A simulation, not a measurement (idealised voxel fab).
Process module in this document: voxel spacer lines
Each square cell in cross-section cut measures 5 nm, and the section as a whole is 300 nm wide.
Cross-section, as written here: a square-cell grid given band by band from the top down, where a band holds one or more rows of cells. Heights first: top, then bottom, in nm. Then materials, left to right, each with a width in nm. "throughout" on a single material: fills the band edge to edge. "blank": empty space. Measure heights from 0. That's the level where, below it, the as-received wafer is all one material. The lowest band is bottomless and extends downward; write it as in "z 0 and below". Width: "30..40" (first number = top row, second number = bottom row, same change from row to row of cells). "nothing altered" for a step: no cell of the cross-section changed in that step. "Fully sealed voids" lists enclosed empty spaces (at least 8 cells, no open path upward to the top), each as width x height at distance from the left edge, in nm. Text after the settings on a step's line: the simulator's own remark on that step. The line of a step may include "overlay nm". On a step with a mask, this value is how far to the right of its planned place the mask lay. A negative value means the mask lay to the left.

# Here's what the planned process steps look like
| 1 | RECEIVE | material Si |
| 2 | CONFORMAL_DEP | material Al2O3 | thk nm 5 |
| 3 | DIRECTIONAL_DEP | material TiN | thk nm 15 |
| 4 | DIRECTIONAL_DEP | material aC | thk nm 25 |
| 5 | PATTERN | tone cover | mask id MANDREL | material resist | width nm 15 | pitch nm 60 | thk nm 30 | overlay nm 0 |
| 6 | DIRECTIONAL_ETCH | etch materials aC | depth nm 25 |
| 7 | STRIP | etch materials resist |
| 8 | CONFORMAL_DEP | material SiO2 | thk nm 15 |
| 9 | DIRECTIONAL_ETCH | etch materials SiO2 | depth nm 15 |
| 10 | STRIP | etch materials aC |
| 11 | DIRECTIONAL_ETCH | etch materials TiN | depth nm 15 |
| 12 | STRIP | etch materials SiO2 |

# What follows covers the first of two wafers; it ran as planned

# So this is the incoming wafer in cross-section - it's already been through step 1
	z 0 and below | Si throughout
	Fully sealed voids: none

# Wafer xsec, post step 2
	z 5 to 0 | Al2O3 throughout
	Note: structure below 0 unchanged.

# Wafer xsec, post step 3
	z 20 to 5 | TiN throughout
	Note: structure below 5 unchanged.

# Wafer xsec, post step 4
	z 45 to 20 | aC throughout
	Note: structure below 20 unchanged.

# Wafer xsec, post step 5
	z 75 to 45 | 110 nm blank, 15 nm resist, 45 nm blank, 15 nm resist, 115 nm blank
	Note: structure below 45 unchanged.

# Wafer xsec, post step 6
	z 50 to 45 | 110 nm blank, 15 nm resist, 45 nm blank, 15 nm resist, 115 nm blank
	z 45 to 20 | 110 nm blank, 15 nm aC, 45 nm blank, 15 nm aC, 115 nm blank
	Note: structure below 20 unchanged.

# Wafer xsec, post step 7
	z 45 to 20 | 110 nm blank, 15 nm aC, 45 nm blank, 15 nm aC, 115 nm blank
	Note: structure below 20 unchanged.

# Wafer xsec, post step 8
	z 60 to 45 | 95 nm blank, 45 nm SiO2, 15 nm blank, 45 nm SiO2, 100 nm blank
	z 45 to 35 | 95 nm blank, 15 nm SiO2, 15 nm aC, 15 nm SiO2, 15 nm blank, 15 nm SiO2, 15 nm aC, 15 nm SiO2, 100 nm blank
	z 35 to 20 | 110 nm SiO2, 15 nm aC, 45 nm SiO2, 15 nm aC, 115 nm SiO2
	Note: structure below 20 unchanged.

# Wafer xsec, post step 9
	z 45 to 20 | 95 nm blank, 15 nm SiO2, 15 nm aC, 15 nm SiO2, 15 nm blank, 15 nm SiO2, 15 nm aC, 15 nm SiO2, 100 nm blank
	Note: structure below 20 unchanged.

# Wafer xsec, post step 10
	z 45 to 20 | 95 nm blank, 15 nm SiO2, 15 nm blank, 15 nm SiO2, 15 nm blank, 15 nm SiO2, 15 nm blank, 15 nm SiO2, 100 nm blank
	Note: structure below 20 unchanged.

# Wafer xsec, post step 11
	z 45 to 20 | 95 nm blank, 15 nm SiO2, 15 nm blank, 15 nm SiO2, 15 nm blank, 15 nm SiO2, 15 nm blank, 15 nm SiO2, 100 nm blank
	z 20 to 5 | 95 nm blank, 15 nm TiN, 15 nm blank, 15 nm TiN, 15 nm blank, 15 nm TiN, 15 nm blank, 15 nm TiN, 100 nm blank
	Note: structure below 5 unchanged.

# Wafer xsec, post step 12
	z 20 to 5 | 95 nm blank, 15 nm TiN, 15 nm blank, 15 nm TiN, 15 nm blank, 15 nm TiN, 15 nm blank, 15 nm TiN, 100 nm blank
	Note: structure below 5 unchanged.

# Wafer two. Same start, same plan, one slip in execution. Same as wafer one through step 1, inclusive

Cross-section of the second wafer at the time by which step 2 should have been completed according to the plan: nothing altered

# Cross-section of the second wafer at the time by which step 3 should have been completed according to the plan
	z 15 to 0 | TiN throughout
	Note: structure below 0 unchanged.

# Cross-section of the second wafer at the time by which step 4 should have been completed according to the plan
	z 40 to 15 | aC throughout
	Note: structure below 15 unchanged.

# Cross-section of the second wafer at the time by which step 5 should have been completed according to the plan
	z 70 to 40 | 110 nm blank, 15 nm resist, 45 nm blank, 15 nm resist, 115 nm blank
	Note: structure below 40 unchanged.

# Cross-section of the second wafer at the time by which step 6 should have been completed according to the plan
	z 45 to 40 | 110 nm blank, 15 nm resist, 45 nm blank, 15 nm resist, 115 nm blank
	z 40 to 15 | 110 nm blank, 15 nm aC, 45 nm blank, 15 nm aC, 115 nm blank
	Note: structure below 15 unchanged.

# Cross-section of the second wafer at the time by which step 7 should have been completed according to the plan
	z 40 to 15 | 110 nm blank, 15 nm aC, 45 nm blank, 15 nm aC, 115 nm blank
	Note: structure below 15 unchanged.

# Cross-section of the second wafer at the time by which step 8 should have been completed according to the plan
	z 55 to 40 | 95 nm blank, 45 nm SiO2, 15 nm blank, 45 nm SiO2, 100 nm blank
	z 40 to 30 | 95 nm blank, 15 nm SiO2, 15 nm aC, 15 nm SiO2, 15 nm blank, 15 nm SiO2, 15 nm aC, 15 nm SiO2, 100 nm blank
	z 30 to 15 | 110 nm SiO2, 15 nm aC, 45 nm SiO2, 15 nm aC, 115 nm SiO2
	Note: structure below 15 unchanged.

# Cross-section of the second wafer at the time by which step 9 should have been completed according to the plan
	z 40 to 15 | 95 nm blank, 15 nm SiO2, 15 nm aC, 15 nm SiO2, 15 nm blank, 15 nm SiO2, 15 nm aC, 15 nm SiO2, 100 nm blank
	Note: structure below 15 unchanged.

# Cross-section of the second wafer at the time by which step 10 should have been completed according to the plan
	z 40 to 15 | 95 nm blank, 15 nm SiO2, 15 nm blank, 15 nm SiO2, 15 nm blank, 15 nm SiO2, 15 nm blank, 15 nm SiO2, 100 nm blank
	Note: structure below 15 unchanged.

# Cross-section of the second wafer at the time by which step 11 should have been completed according to the plan
	z 40 to 15 | 95 nm blank, 15 nm SiO2, 15 nm blank, 15 nm SiO2, 15 nm blank, 15 nm SiO2, 15 nm blank, 15 nm SiO2, 100 nm blank
	z 15 to 0 | 95 nm blank, 15 nm TiN, 15 nm blank, 15 nm TiN, 15 nm blank, 15 nm TiN, 15 nm blank, 15 nm TiN, 100 nm blank
	Note: structure below 0 unchanged.

# Cross-section of the second wafer at the time by which step 12 should have been completed according to the plan
	z 15 to 0 | 95 nm blank, 15 nm TiN, 15 nm blank, 15 nm TiN, 15 nm blank, 15 nm TiN, 15 nm blank, 15 nm TiN, 100 nm blank
	Note: structure below 0 unchanged.
What went wrong in running the wafer? no execution of plan step 2; skipped
Upon completion, the second wafer contains, in terms of cells, a greater or smaller amount of certain materials than the first wafer: Al2O3: 60 fewer
